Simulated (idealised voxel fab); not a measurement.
process module | voxel transistor to metal
cross-section cut | 165 nm wide | cells 5 nm
A cross-section is a grid of square cells, given in bands from the top down. A band is one or more rows of cells.
Each band's line starts with the height of the band's top and of its bottom, in nm. Then come its materials from left to right, each with its width in nm. One material with "throughout" fills the band from edge to edge. "air" is empty space.
Height 0 is the level under which the wafer as received is all one material. The lowest band goes on downwards, as in "0 down".
A width such as "30 to 40" changes by the same amount from each row of cells to the next, from the band's top row to its bottom row.
"no change" after a step means that no cell of the cross-section changed.
closed voids: empty space of 8 cells or more with no open way to the top, each as width x height at its distance from the left edge, in nm
after a step's settings: what the simulator itself notes on the step
overlay nm, on a step with a mask: how far to the right of its planned place the mask lay; to the left if negative
plan
1 op RECEIVE | material Si
2 op CONFORMAL_DEP | material SiO2 | thk nm 5
3 op CONFORMAL_DEP | material SiN | thk nm 15
4 op PATTERN | tone cover | mask id ACTIVE | material resist | width nm 95 | thk nm 15 | overlay nm 0
5 op DIRECTIONAL_ETCH | etch materials SiN | depth nm 15
6 op DIRECTIONAL_ETCH | etch materials SiO2 | depth nm 5
7 op DIRECTIONAL_ETCH | etch materials Si | depth nm 35
8 op STRIP | etch materials resist
9 op FILL_DEP | material SiO2 | thk nm 15
10 op CMP | height nm 20
11 op SELECTIVE_ETCH | etch materials SiO2 | depth nm 10
12 op STRIP | etch materials SiN
13 op SELECTIVE_ETCH | etch materials SiO2 | depth nm 5
14 op OXIDIZE | depth nm 5
15 op DIRECTIONAL_DEP | material polySi | thk nm 25
16 op DIRECTIONAL_DEP | material SiCN | thk nm 10
17 op DIRECTIONAL_DEP | material aC | thk nm 15
18 op PATTERN | tone cover | mask id GATE | material resist | width nm 15 | thk nm 30 | overlay nm 0
19 op DIRECTIONAL_ETCH | etch materials aC | depth nm 15
20 op STRIP | etch materials resist
21 op DIRECTIONAL_ETCH | etch materials SiCN | depth nm 20
22 op DIRECTIONAL_ETCH | etch materials polySi | depth nm 35
23 op STRIP | etch materials aC
24 op CONFORMAL_DEP | material SiN | thk nm 10
25 op DIRECTIONAL_ETCH | etch materials SiN | depth nm 10
26 op DIRECTIONAL_ETCH | etch materials SiO2 | depth nm 5
27 op DIRECTIONAL_ETCH | etch materials Si | depth nm 15
28 op EPI | material pSi | thk nm 20
29 op FILL_DEP | material SiO2 | thk nm 5
30 op CMP | height nm 35
31 op DIRECTIONAL_DEP | material SiO2 | thk nm 15
32 op PATTERN | tone open | mask id CONTACT | material resist | width nm 30 | pitch nm 55 | thk nm 15 | overlay nm 0
33 op DIRECTIONAL_ETCH | etch materials SiO2 | depth nm 35
34 op STRIP | etch materials resist
35 op CONFORMAL_DEP | material TiN | thk nm 5
36 op FILL_DEP | material W | thk nm 10
37 op CMP | height nm 50
38 op CONFORMAL_DEP | material SiCN | thk nm 5
39 op DIRECTIONAL_DEP | material SiO2 | thk nm 25
40 op DIRECTIONAL_DEP | material aC | thk nm 10
41 op PATTERN | tone open | mask id METAL_1 | material resist | width nm 20 | pitch nm 65 | thk nm 25 | overlay nm 0
42 op DIRECTIONAL_ETCH | etch materials aC | depth nm 10
43 op STRIP | etch materials resist
44 op DIRECTIONAL_ETCH | etch materials SiO2 | depth nm 25
45 op DIRECTIONAL_ETCH | etch materials SiCN | depth nm 5
46 op STRIP | etch materials aC
47 op CONFORMAL_DEP | material TiN | thk nm 5
48 op FILL_DEP | material Cu | thk nm 5
49 op CMP | height nm 80
50 op CONFORMAL_DEP | material SiCN | thk nm 5
51 op DIRECTIONAL_DEP | material SiO2 | thk nm 30
52 op DIRECTIONAL_DEP | material aC | thk nm 15
53 op PATTERN | tone open | mask id METAL_2 | material resist | width nm 20 | pitch nm 65 | thk nm 35 | overlay nm 0
54 op DIRECTIONAL_ETCH | etch materials aC | depth nm 15
55 op STRIP | etch materials resist
56 op DIRECTIONAL_ETCH | etch materials SiO2 | depth nm 15
57 op STRIP | etch materials aC
58 op MASKED_ETCH | tone open | mask id METAL_2_HOLES | width nm 15 | pitch nm 65 | etch materials SiO2 | depth nm 15 | overlay nm 0
59 op MASKED_ETCH | tone open | mask id METAL_2_HOLES | width nm 15 | pitch nm 65 | etch materials SiCN | depth nm 5 | overlay nm 0
60 op CONFORMAL_DEP | material TiN | thk nm 5
61 op FILL_DEP | material Cu | thk nm 5
62 op CMP | height nm 115
63 op CONFORMAL_DEP | material SiN | thk nm 5
first wafer, as planned
as received, after step 1
  0 down: Si throughout
  closed voids: none
after step 2
  5 to 0: SiO2 throughout
  below 0: unchanged
after step 3
  20 to 5: SiN throughout
  below 5: unchanged
after step 4
  35 to 20: air 35 | resist 95 | air 35
  below 20: unchanged
after step 5
  35 to 20: air 35 | resist 95 | air 35
  20 to 5: air 35 | SiN 95 | air 35
  below 5: unchanged
after step 6
  35 to 20: air 35 | resist 95 | air 35
  20 to 5: air 35 | SiN 95 | air 35
  5 to 0: air 35 | SiO2 95 | air 35
  below 0: unchanged
after step 7
  35 to 20: air 35 | resist 95 | air 35
  20 to 5: air 35 | SiN 95 | air 35
  5 to 0: air 35 | SiO2 95 | air 35
  0 to -35: air 35 | Si 95 | air 35
  below -35: unchanged
after step 8
  20 to 5: air 35 | SiN 95 | air 35
  below 5: unchanged
after step 9
  35 to 20: SiO2 throughout
  20 to 5: SiO2 35 | SiN 95 | SiO2 35
  5 to 0: SiO2 throughout
  0 to -35: SiO2 35 | Si 95 | SiO2 35
  below -35: unchanged
after step 10
  20 to 5: SiO2 35 | SiN 95 | SiO2 35
  below 5: unchanged
after step 11
  20 to 10: air 35 | SiN 95 | air 35
  below 10: unchanged
after step 12
  10 to 5: SiO2 35 | air 95 | SiO2 35
  below 5: unchanged
after step 13
  5 to 0: SiO2 30 | air 105 | SiO2 30
  below 0: unchanged
after step 14
  5 to 0: SiO2 30 | air 105 | SiO2 30
  0 to -5: SiO2 throughout
  below -5: unchanged
after step 15
  30 to 25: polySi 30 | air 105 | polySi 30
  25 to 5: polySi throughout
  5 to 0: SiO2 30 | polySi 105 | SiO2 30
  below 0: unchanged
after step 16
  40 to 35: SiCN 30 | air 105 | SiCN 30
  35 to 30: SiCN throughout
  30 to 25: polySi 30 | SiCN 105 | polySi 30
  below 25: unchanged
after step 17
  55 to 50: aC 30 | air 105 | aC 30
  50 to 40: aC throughout
  40 to 35: SiCN 30 | aC 105 | SiCN 30
  below 35: unchanged
after step 18
  85 to 55: air 75 | resist 15 | air 75
  55 to 50: aC 30 | air 45 | resist 15 | air 45 | aC 30
  below 50: unchanged
after step 19
  70 to 50: air 75 | resist 15 | air 75
  50 to 40: air 75 | aC 15 | air 75
  40 to 35: SiCN 30 | air 45 | aC 15 | air 45 | SiCN 30
  below 35: unchanged
after step 20
  50 to 40: air 75 | aC 15 | air 75
  below 40: unchanged
after step 21
  50 to 35: air 75 | aC 15 | air 75
  35 to 30: air 75 | SiCN 15 | air 75
  30 to 25: polySi 30 | air 45 | SiCN 15 | air 45 | polySi 30
  below 25: unchanged
after step 22
  50 to 35: air 75 | aC 15 | air 75
  35 to 25: air 75 | SiCN 15 | air 75
  25 to 5: air 75 | polySi 15 | air 75
  5 to 0: SiO2 30 | air 45 | polySi 15 | air 45 | SiO2 30
  below 0: unchanged
after step 23
  35 to 25: air 75 | SiCN 15 | air 75
  below 25: unchanged
after step 24
  45 to 35: air 65 | SiN 35 | air 65
  35 to 25: air 65 | SiN 10 | SiCN 15 | SiN 10 | air 65
  25 to 15: air 65 | SiN 10 | polySi 15 | SiN 10 | air 65
  15 to 10: SiN 40 | air 25 | SiN 10 | polySi 15 | SiN 10 | air 25 | SiN 40
  10 to 5: SiN 75 | polySi 15 | SiN 75
  5 to 0: SiO2 30 | SiN 45 | polySi 15 | SiN 45 | SiO2 30
  below 0: unchanged
after step 25
  35 to 25: air 65 | SiN 10 | SiCN 15 | SiN 10 | air 65
  25 to 5: air 65 | SiN 10 | polySi 15 | SiN 10 | air 65
  5 to 0: SiO2 30 | SiN 10 | air 25 | SiN 10 | polySi 15 | SiN 10 | air 25 | SiN 10 | SiO2 30
  below 0: unchanged
after step 26
  35 to 25: air 65 | SiN 10 | SiCN 15 | SiN 10 | air 65
  25 to 5: air 65 | SiN 10 | polySi 15 | SiN 10 | air 65
  5 to 0: air 30 | SiN 10 | air 25 | SiN 10 | polySi 15 | SiN 10 | air 25 | SiN 10 | air 30
  0 to -5: SiO2 40 | air 25 | SiO2 35 | air 25 | SiO2 40
  below -5: unchanged
after step 27
  35 to 25: air 65 | SiN 10 | SiCN 15 | SiN 10 | air 65
  25 to 5: air 65 | SiN 10 | polySi 15 | SiN 10 | air 65
  5 to 0: air 30 | SiN 10 | air 25 | SiN 10 | polySi 15 | SiN 10 | air 25 | SiN 10 | air 30
  0 to -5: SiO2 40 | air 25 | SiO2 35 | air 25 | SiO2 40
  -5 to -20: SiO2 35 | Si 5 | air 25 | Si 35 | air 25 | Si 5 | SiO2 35
  below -20: unchanged
after step 28
  35 to 25: air 65 | SiN 10 | SiCN 15 | SiN 10 | air 65
  25 to 15: air 65 | SiN 10 | polySi 15 | SiN 10 | air 65
  15 to 5: air 30 | pSi 35 | SiN 10 | polySi 15 | SiN 10 | pSi 35 | air 30
  5 to 0: air 30 | SiN 10 | pSi 25 | SiN 10 | polySi 15 | SiN 10 | pSi 25 | SiN 10 | air 30
  0 to -5: SiO2 40 | pSi 25 | SiO2 35 | pSi 25 | SiO2 40
  -5 to -20: SiO2 35 | Si 5 | pSi 25 | Si 35 | pSi 25 | Si 5 | SiO2 35
  below -20: unchanged
after step 29
  40 to 35: SiO2 throughout
  35 to 25: SiO2 65 | SiN 10 | SiCN 15 | SiN 10 | SiO2 65
  25 to 15: SiO2 65 | SiN 10 | polySi 15 | SiN 10 | SiO2 65
  15 to 5: SiO2 30 | pSi 35 | SiN 10 | polySi 15 | SiN 10 | pSi 35 | SiO2 30
  5 to 0: SiO2 30 | SiN 10 | pSi 25 | SiN 10 | polySi 15 | SiN 10 | pSi 25 | SiN 10 | SiO2 30
  below 0: unchanged
after step 30
  35 to 25: SiO2 65 | SiN 10 | SiCN 15 | SiN 10 | SiO2 65
  below 25: unchanged
after step 31
  50 to 35: SiO2 throughout
  below 35: unchanged
after step 32
  65 to 50: resist 40 | air 30 | resist 25 | air 30 | resist 40
  below 50: unchanged
after step 33
  65 to 50: resist 40 | air 30 | resist 25 | air 30 | resist 40
  50 to 35: SiO2 40 | air 30 | SiO2 25 | air 30 | SiO2 40
  35 to 25: SiO2 40 | air 25 | SiN 10 | SiCN 15 | SiN 10 | air 25 | SiO2 40
  25 to 15: SiO2 40 | air 25 | SiN 10 | polySi 15 | SiN 10 | air 25 | SiO2 40
  below 15: unchanged
after step 34
  50 to 35: SiO2 40 | air 30 | SiO2 25 | air 30 | SiO2 40
  below 35: unchanged
after step 35
  55 to 50: TiN 45 | air 20 | TiN 35 | air 20 | TiN 45
  50 to 40: SiO2 40 | TiN 5 | air 20 | TiN 5 | SiO2 25 | TiN 5 | air 20 | TiN 5 | SiO2 40
  40 to 35: SiO2 40 | TiN 5 | air 15 | TiN 10 | SiO2 25 | TiN 10 | air 15 | TiN 5 | SiO2 40
  35 to 25: SiO2 40 | TiN 5 | air 15 | TiN 5 | SiN 10 | SiCN 15 | SiN 10 | TiN 5 | air 15 | TiN 5 | SiO2 40
  25 to 20: SiO2 40 | TiN 5 | air 15 | TiN 5 | SiN 10 | polySi 15 | SiN 10 | TiN 5 | air 15 | TiN 5 | SiO2 40
  20 to 15: SiO2 40 | TiN 25 | SiN 10 | polySi 15 | SiN 10 | TiN 25 | SiO2 40
  below 15: unchanged
after step 36
  65 to 55: W throughout
  55 to 50: TiN 45 | W 20 | TiN 35 | W 20 | TiN 45
  50 to 40: SiO2 40 | TiN 5 | W 20 | TiN 5 | SiO2 25 | TiN 5 | W 20 | TiN 5 | SiO2 40
  40 to 35: SiO2 40 | TiN 5 | W 15 | TiN 10 | SiO2 25 | TiN 10 | W 15 | TiN 5 | SiO2 40
  35 to 25: SiO2 40 | TiN 5 | W 15 | TiN 5 | SiN 10 | SiCN 15 | SiN 10 | TiN 5 | W 15 | TiN 5 | SiO2 40
  25 to 20: SiO2 40 | TiN 5 | W 15 | TiN 5 | SiN 10 | polySi 15 | SiN 10 | TiN 5 | W 15 | TiN 5 | SiO2 40
  below 20: unchanged
after step 37
  50 to 40: SiO2 40 | TiN 5 | W 20 | TiN 5 | SiO2 25 | TiN 5 | W 20 | TiN 5 | SiO2 40
  below 40: unchanged
after step 38
  55 to 50: SiCN throughout
  below 50: unchanged
after step 39
  80 to 55: SiO2 throughout
  below 55: unchanged
after step 40
  90 to 80: aC throughout
  below 80: unchanged
after step 41
  115 to 90: resist 40 | air 20 | resist 45 | air 20 | resist 40
  below 90: unchanged
after step 42
  105 to 90: resist 40 | air 20 | resist 45 | air 20 | resist 40
  90 to 80: aC 40 | air 20 | aC 45 | air 20 | aC 40
  below 80: unchanged
after step 43
  90 to 80: aC 40 | air 20 | aC 45 | air 20 | aC 40
  below 80: unchanged
after step 44
  90 to 80: aC 40 | air 20 | aC 45 | air 20 | aC 40
  80 to 55: SiO2 40 | air 20 | SiO2 45 | air 20 | SiO2 40
  below 55: unchanged
after step 45
  90 to 80: aC 40 | air 20 | aC 45 | air 20 | aC 40
  80 to 55: SiO2 40 | air 20 | SiO2 45 | air 20 | SiO2 40
  55 to 50: SiCN 40 | air 20 | SiCN 45 | air 20 | SiCN 40
  below 50: unchanged
after step 46
  80 to 55: SiO2 40 | air 20 | SiO2 45 | air 20 | SiO2 40
  below 55: unchanged
after step 47
  85 to 80: TiN 45 | air 10 | TiN 55 | air 10 | TiN 45
  80 to 55: SiO2 40 | TiN 5 | air 10 | TiN 5 | SiO2 45 | TiN 5 | air 10 | TiN 5 | SiO2 40
  55 to 50: SiCN 40 | TiN 20 | SiCN 45 | TiN 20 | SiCN 40
  below 50: unchanged
after step 48
  90 to 85: Cu throughout
  85 to 80: TiN 45 | Cu 10 | TiN 55 | Cu 10 | TiN 45
  80 to 55: SiO2 40 | TiN 5 | Cu 10 | TiN 5 | SiO2 45 | TiN 5 | Cu 10 | TiN 5 | SiO2 40
  below 55: unchanged
after step 49
  80 to 55: SiO2 40 | TiN 5 | Cu 10 | TiN 5 | SiO2 45 | TiN 5 | Cu 10 | TiN 5 | SiO2 40
  below 55: unchanged
after step 50
  85 to 80: SiCN throughout
  below 80: unchanged
after step 51
  115 to 85: SiO2 throughout
  below 85: unchanged
after step 52
  130 to 115: aC throughout
  below 115: unchanged
after step 53
  165 to 130: resist 40 | air 20 | resist 45 | air 20 | resist 40
  below 130: unchanged
after step 54
  150 to 130: resist 40 | air 20 | resist 45 | air 20 | resist 40
  130 to 115: aC 40 | air 20 | aC 45 | air 20 | aC 40
  below 115: unchanged
after step 55
  130 to 115: aC 40 | air 20 | aC 45 | air 20 | aC 40
  below 115: unchanged
after step 56
  130 to 115: aC 40 | air 20 | aC 45 | air 20 | aC 40
  115 to 100: SiO2 40 | air 20 | SiO2 45 | air 20 | SiO2 40
  below 100: unchanged
after step 57
  115 to 100: SiO2 40 | air 20 | SiO2 45 | air 20 | SiO2 40
  below 100: unchanged
after step 58
  115 to 100: SiO2 40 | air 20 | SiO2 45 | air 20 | SiO2 40
  100 to 85: SiO2 40 | air 15 | SiO2 50 | air 15 | SiO2 45
  below 85: unchanged
after step 59
  115 to 100: SiO2 40 | air 20 | SiO2 45 | air 20 | SiO2 40
  100 to 85: SiO2 40 | air 15 | SiO2 50 | air 15 | SiO2 45
  85 to 80: SiCN 40 | air 15 | SiCN 50 | air 15 | SiCN 45
  below 80: unchanged
after step 60
  120 to 115: TiN 45 | air 10 | TiN 55 | air 10 | TiN 45
  115 to 105: SiO2 40 | TiN 5 | air 10 | TiN 5 | SiO2 45 | TiN 5 | air 10 | TiN 5 | SiO2 40
  105 to 100: SiO2 40 | TiN 5 | air 5 | TiN 10 | SiO2 45 | TiN 5 | air 5 | TiN 10 | SiO2 40
  100 to 85: SiO2 40 | TiN 5 | air 5 | TiN 5 | SiO2 50 | TiN 5 | air 5 | TiN 5 | SiO2 45
  85 to 80: SiCN 40 | TiN 15 | SiCN 50 | TiN 15 | SiCN 45
  below 80: unchanged
after step 61
  125 to 120: Cu throughout
  120 to 115: TiN 45 | Cu 10 | TiN 55 | Cu 10 | TiN 45
  115 to 105: SiO2 40 | TiN 5 | Cu 10 | TiN 5 | SiO2 45 | TiN 5 | Cu 10 | TiN 5 | SiO2 40
  105 to 100: SiO2 40 | TiN 5 | Cu 5 | TiN 10 | SiO2 45 | TiN 5 | Cu 5 | TiN 10 | SiO2 40
  100 to 85: SiO2 40 | TiN 5 | Cu 5 | TiN 5 | SiO2 50 | TiN 5 | Cu 5 | TiN 5 | SiO2 45
  below 85: unchanged
after step 62
  115 to 105: SiO2 40 | TiN 5 | Cu 10 | TiN 5 | SiO2 45 | TiN 5 | Cu 10 | TiN 5 | SiO2 40
  below 105: unchanged
after step 63
  120 to 115: SiN throughout
  below 115: unchanged
second wafer: like start, like plan, one mistake. Through step 37 it matches the first wafer
when step 38 should have ended
  55 to 50: polySi throughout
  below 50: unchanged
when step 39 should have ended
  80 to 55: SiO2 throughout
  below 55: unchanged
when step 40 should have ended
  90 to 80: aC throughout
  below 80: unchanged
when step 41 should have ended
  115 to 90: resist 40 | air 20 | resist 45 | air 20 | resist 40
  below 90: unchanged
when step 42 should have ended
  105 to 90: resist 40 | air 20 | resist 45 | air 20 | resist 40
  90 to 80: aC 40 | air 20 | aC 45 | air 20 | aC 40
  below 80: unchanged
when step 43 should have ended
  90 to 80: aC 40 | air 20 | aC 45 | air 20 | aC 40
  below 80: unchanged
when step 44 should have ended
  90 to 80: aC 40 | air 20 | aC 45 | air 20 | aC 40
  80 to 55: SiO2 40 | air 20 | SiO2 45 | air 20 | SiO2 40
  below 55: unchanged
when step 45 should have ended: no change
when step 46 should have ended
  80 to 55: SiO2 40 | air 20 | SiO2 45 | air 20 | SiO2 40
  below 55: unchanged
when step 47 should have ended
  85 to 80: TiN 45 | air 10 | TiN 55 | air 10 | TiN 45
  80 to 60: SiO2 40 | TiN 5 | air 10 | TiN 5 | SiO2 45 | TiN 5 | air 10 | TiN 5 | SiO2 40
  60 to 55: SiO2 40 | TiN 20 | SiO2 45 | TiN 20 | SiO2 40
  below 55: unchanged
when step 48 should have ended
  90 to 85: Cu throughout
  85 to 80: TiN 45 | Cu 10 | TiN 55 | Cu 10 | TiN 45
  80 to 60: SiO2 40 | TiN 5 | Cu 10 | TiN 5 | SiO2 45 | TiN 5 | Cu 10 | TiN 5 | SiO2 40
  below 60: unchanged
when step 49 should have ended
  80 to 60: SiO2 40 | TiN 5 | Cu 10 | TiN 5 | SiO2 45 | TiN 5 | Cu 10 | TiN 5 | SiO2 40
  below 60: unchanged
when step 50 should have ended
  85 to 80: SiCN throughout
  below 80: unchanged
when step 51 should have ended
  115 to 85: SiO2 throughout
  below 85: unchanged
when step 52 should have ended
  130 to 115: aC throughout
  below 115: unchanged
when step 53 should have ended
  165 to 130: resist 40 | air 20 | resist 45 | air 20 | resist 40
  below 130: unchanged
when step 54 should have ended
  150 to 130: resist 40 | air 20 | resist 45 | air 20 | resist 40
  130 to 115: aC 40 | air 20 | aC 45 | air 20 | aC 40
  below 115: unchanged
when step 55 should have ended
  130 to 115: aC 40 | air 20 | aC 45 | air 20 | aC 40
  below 115: unchanged
when step 56 should have ended
  130 to 115: aC 40 | air 20 | aC 45 | air 20 | aC 40
  115 to 100: SiO2 40 | air 20 | SiO2 45 | air 20 | SiO2 40
  below 100: unchanged
when step 57 should have ended
  115 to 100: SiO2 40 | air 20 | SiO2 45 | air 20 | SiO2 40
  below 100: unchanged
when step 58 should have ended
  115 to 100: SiO2 40 | air 20 | SiO2 45 | air 20 | SiO2 40
  100 to 85: SiO2 40 | air 15 | SiO2 50 | air 15 | SiO2 45
  below 85: unchanged
when step 59 should have ended
  115 to 100: SiO2 40 | air 20 | SiO2 45 | air 20 | SiO2 40
  100 to 85: SiO2 40 | air 15 | SiO2 50 | air 15 | SiO2 45
  85 to 80: SiCN 40 | air 15 | SiCN 50 | air 15 | SiCN 45
  below 80: unchanged
when step 60 should have ended
  120 to 115: TiN 45 | air 10 | TiN 55 | air 10 | TiN 45
  115 to 105: SiO2 40 | TiN 5 | air 10 | TiN 5 | SiO2 45 | TiN 5 | air 10 | TiN 5 | SiO2 40
  105 to 100: SiO2 40 | TiN 5 | air 5 | TiN 10 | SiO2 45 | TiN 5 | air 5 | TiN 10 | SiO2 40
  100 to 85: SiO2 40 | TiN 5 | air 5 | TiN 5 | SiO2 50 | TiN 5 | air 5 | TiN 5 | SiO2 45
  85 to 80: SiCN 40 | TiN 15 | SiCN 50 | TiN 15 | SiCN 45
  below 80: unchanged
when step 61 should have ended
  125 to 120: Cu throughout
  120 to 115: TiN 45 | Cu 10 | TiN 55 | Cu 10 | TiN 45
  115 to 105: SiO2 40 | TiN 5 | Cu 10 | TiN 5 | SiO2 45 | TiN 5 | Cu 10 | TiN 5 | SiO2 40
  105 to 100: SiO2 40 | TiN 5 | Cu 5 | TiN 10 | SiO2 45 | TiN 5 | Cu 5 | TiN 10 | SiO2 40
  100 to 85: SiO2 40 | TiN 5 | Cu 5 | TiN 5 | SiO2 50 | TiN 5 | Cu 5 | TiN 5 | SiO2 45
  below 85: unchanged
when step 62 should have ended
  115 to 105: SiO2 40 | TiN 5 | Cu 10 | TiN 5 | SiO2 45 | TiN 5 | Cu 10 | TiN 5 | SiO2 40
  below 105: unchanged
when step 63 should have ended
  120 to 115: SiN throughout
  below 115: unchanged
what went wrong: step 38 ran as: op CONFORMAL_DEP | material polySi | thk nm 5
at the end the second wafer has, in cells: 4 fewer of Cu | 25 fewer of SiCN | 4 fewer of TiN | 33 more of polySi
